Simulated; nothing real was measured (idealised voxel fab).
The following process module bears the name voxel ribs on slabs.
Square cells of 5 nm make up the cross-section cut, whose width is 205 nm.
Cross-section = grid of square cells, listed top down in bands; band = one or more rows.
For a band, the entry starts with two heights in nm, that of the top and then that of the bottom, and carries on with the band's materials in order from left to right, each alongside its width in nm; the word "everywhere" beside a single material means it fills the band edge to edge, and "air" means empty space.
It should be noted that heights are counted from 0, beneath which the wafer as supplied is of one material throughout, and that the lowest band possesses no lower boundary but continues downward, as written in "0..down".
With a width like "30->40", each row of cells in the band differs from the next by the same amount, the top row carrying the first number and the bottom row the second.
Step note "no alterations made" = no cross-section cell changed.
For the entry "closed voids", the listed items are empty spaces with no open way to the top whose size is 8 cells or more; each item follows the pattern width x height at distance, where distance is from the left edge and all three are in nm.
Past the settings on a step's line: simulator remark, on that step.
You can add "overlay nm" to a step's line. For a step with a mask, it describes how far the mask lay to the right of its planned position, and a negative number describes a lay to the left.

-- Process steps foreseen in the plan
- 1: RECEIVE (material Si)
- 2: DIRECTIONAL_DEP (material SiO2; thk nm 20)
- 3: DIRECTIONAL_DEP (material SiN; thk nm 25)
- 4: DIRECTIONAL_DEP (material aC; thk nm 10)
- 5: PATTERN (tone cover; mask id RIB; material resist; width nm 20; thk nm 25; overlay nm 0)
- 6: DIRECTIONAL_ETCH (etch materials aC; depth nm 10)
- 7: STRIP (etch materials resist)
- 8: DIRECTIONAL_ETCH (etch materials SiN; depth nm 15)
- 9: STRIP (etch materials aC)
- 10: MASKED_ETCH (tone cover; mask id SLAB; width nm 70; etch materials SiN; depth nm 10; overlay nm 0)
- 11: FILL_DEP (material SiO2; thk nm 20)
- 12: CMP (height nm 55)
- 13: DIRECTIONAL_DEP (material TiN; thk nm 5)
- 14: PATTERN (tone cover; mask id HEATER; material resist; width nm 30; thk nm 15; overlay nm 0)
- 15: DIRECTIONAL_ETCH (etch materials TiN; depth nm 5)
- 16: STRIP (etch materials resist)
- 17: CONFORMAL_DEP (material SiN; thk nm 10)

-- as received, after step 1
0..down  Si everywhere
closed voids: none

-- Cross-sectional result after module completion. Note: starting condition and plan are unchanged from above; one processing mistake was made
70..65  air 75, SiN 50, air 80
65..60  SiN everywhere
60..55  SiN 85, TiN 30, SiN 90
55..45  SiO2 everywhere
45..30  SiO2 90, SiN 25, SiO2 90
30..20  SiO2 65, SiN 70, SiO2 70
20..0  SiO2 everywhere
0..down  Si everywhere
closed voids: none
In executing the process, a mistake was made relative to the plan: step 5 was processed under conditions differing from the plan, specifically as PATTERN (tone cover; mask id RIB; material resist; width nm 25; thk nm 25; overlay nm 0)
